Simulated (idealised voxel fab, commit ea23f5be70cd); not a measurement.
Title: Process Module voxel spacer lines
The cross-section on display is named cut; it measures 165 nm wide, and its cells are 5 nm squares.
Cross-section, as written here: a square-cell grid given band by band from the top down, where a band holds one or more rows of cells. The entry gives the band's vertical extent as a top height and a bottom height in nm, then its horizontal make-up as materials from left to right, each with a width in nm. "blank" stands for empty space; a single material marked "edge to edge" fills the band edge to edge. Counting heights begins at 0, where everything beneath is, in the wafer as received, one material. The lowest band has no bottom; it goes on downwards, as "from 0 down" shows. A two-number width, for instance "30..40", indicates that the width is equal to the first number in the top row of the band and to the second number in the bottom row, and that it changes by a constant amount per row of cells. Key: "no modifications" - step with no changed cell in the cross-section. Under "Non-vented voids" you'll find the enclosed gaps, the ones with no way out to the top, that are 8 cells or bigger; each reads width x height at distance, with distance counted from the left edge, everything in nm. On each step's line, the part that comes after the settings is the simulator's own comment on the step. "overlay nm" answers the question of how far to the right of plan the mask lay on a step that has a mask, and when it is negative the answer is to the left.

The following list gives the planned process steps:
- 1: RECEIVE | material Si
- 2: CONFORMAL_DEP | material SiO2 | thk nm 5
- 3: DIRECTIONAL_DEP | material W | thk nm 20
- 4: DIRECTIONAL_DEP | material polySi | thk nm 30
- 5: PATTERN | tone cover | mask id MANDREL | material resist | width nm 20 | pitch nm 60 | thk nm 40 | overlay nm 0
- 6: DIRECTIONAL_ETCH | etch materials polySi | depth nm 30
- 7: STRIP | etch materials resist
- 8: CONFORMAL_DEP | material SiN | thk nm 10
- 9: DIRECTIONAL_ETCH | etch materials SiN | depth nm 10
- 10: STRIP | etch materials polySi
- 11: DIRECTIONAL_ETCH | etch materials W | depth nm 20
- 12: STRIP | etch materials SiN

The cross-section here shows the wafer as received, i.e. in its state after step 1:
* from 0 down | Si edge to edge
* Non-vented voids: none

First of two wafers, end-of-module section, run followed plan:
* from 25 to 5 | blank 30, W 10, blank 20, W 10, blank 20, W 10, blank 20, W 10, blank 35
* from 5 to 0 | SiO2 edge to edge
* from 0 down | Si edge to edge
* Non-vented voids: none

Cross-section of the latter of the two wafers at module completion. It had an identical start and an identical plan to the former; in running it, one mistake was made:
* from 20 to 0 | blank 30, W 10, blank 20, W 10, blank 20, W 10, blank 20, W 10, blank 35
* from 0 down | Si edge to edge
* Non-vented voids: none
Plan not followed: no execution of plan step 2; skipped
Bottom line after processing is that, in cells, the second wafer is up or down on some materials versus the first: SiO2 -33
